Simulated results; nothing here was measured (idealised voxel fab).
The process module that follows is named voxel released beams.
The cross-section on display is named cut; it measures 185 nm wide, and its cells are 5 nm squares.
This document writes a cross-section as a grid whose cells are square, and gives it as bands, listed from the top down; one or more rows of cells form a band.
The entry gives the band's vertical extent as a top height and a bottom height in nm, then its horizontal make-up as materials from left to right, each with a width in nm. "blank" stands for empty space; a single material marked "throughout" fills the band edge to edge.
We count height from 0. Below that, the starting wafer is all one material. The lowest band never ends at the bottom but goes on down; see "from 0 down" for how that is written.
The notation "30..40" denotes a width that varies across the rows of cells in the band, beginning at the first number in the top row, finishing at the second number in the bottom row, and changing by an identical amount from each row to the next.
When a step is marked "remained the same", none of the cells in the cross-section changed during that step.
"Closed cavities": empty spaces of 8 cells or more with no open way to the top, each given as width x height at distance, distance from the left edge, all in nm.
Where a step's line continues beyond its settings, the continuation is a remark by the simulator itself on that step.
"overlay nm", when on a step's line for a step with a mask, measures how far to the right of its planned place the mask lay; a negative measure means to the left.
[The planned process steps are enumerated hereunder]
1 RECEIVE (material Si)
2 CONFORMAL_DEP (material Al2O3; thk nm 5)
3 DIRECTIONAL_DEP (material SiO2; thk nm 20)
4 MASKED_ETCH (tone open; mask id ANCHOR; width nm 25; etch materials SiO2; depth nm 20; overlay nm 0)
5 CONFORMAL_DEP (material SiN; thk nm 10)
6 DIRECTIONAL_DEP (material aC; thk nm 15)
7 PATTERN (tone cover; mask id BEAM; material resist; width nm 110; thk nm 35; overlay nm 0)
8 DIRECTIONAL_ETCH (etch materials aC; depth nm 15)
9 STRIP (etch materials resist)
10 DIRECTIONAL_ETCH (etch materials SiN; depth nm 5)
11 STRIP (etch materials aC)
12 STRIP (etch materials SiO2)
Be aware that, although all wafers share a common starting state, the depth nm at step 10 differs among them, and the plan displays the first wafer's value.
[This is how the first of several wafers looked in cross-section when it arrived, which is after step 1]
from 0 down  Si throughout
Closed cavities: none
[Here's the first of several wafers in cross-section, end of the module, after the last step, step 12]
from 35 to 30  35 blank, 15 SiN, 5 blank, 90 SiN, 40 blank
from 30 to 25  50 SiN, 5 blank, 130 SiN
from 25 to 15  40 SiO2, 10 SiN, 5 blank, 10 SiN, 120 SiO2
from 15 to 5  40 SiO2, 25 SiN, 120 SiO2
from 5 to 0  Al2O3 throughout
from 0 down  Si throughout
Closed cavities: none
[Cross-sectional depiction of the last of several wafers upon completion of the module]
from 35 to 25  35 blank, 15 SiN, 5 blank, 90 SiN, 40 blank
from 25 to 15  40 blank, 10 SiN, 5 blank, 10 SiN, 120 blank
from 15 to 5  40 blank, 25 SiN, 120 blank
from 5 to 0  Al2O3 throughout
from 0 down  Si throughout
Closed cavities: none
[Gained (+) or lost (-) cells of each material since receipt, then closed voids: one row per wafer, at the end of the module]
depth nm 5; +37 Al2O3; +75 SiN; +128 SiO2; Closed cavities: none
depth nm 10; +37 Al2O3; +60 SiN; Closed cavities: none
depth nm 15; +37 Al2O3; +60 SiN; Closed cavities: none
depth nm 20; +37 Al2O3; +60 SiN; Closed cavities: none
depth nm 25; +37 Al2O3; +60 SiN; Closed cavities: none
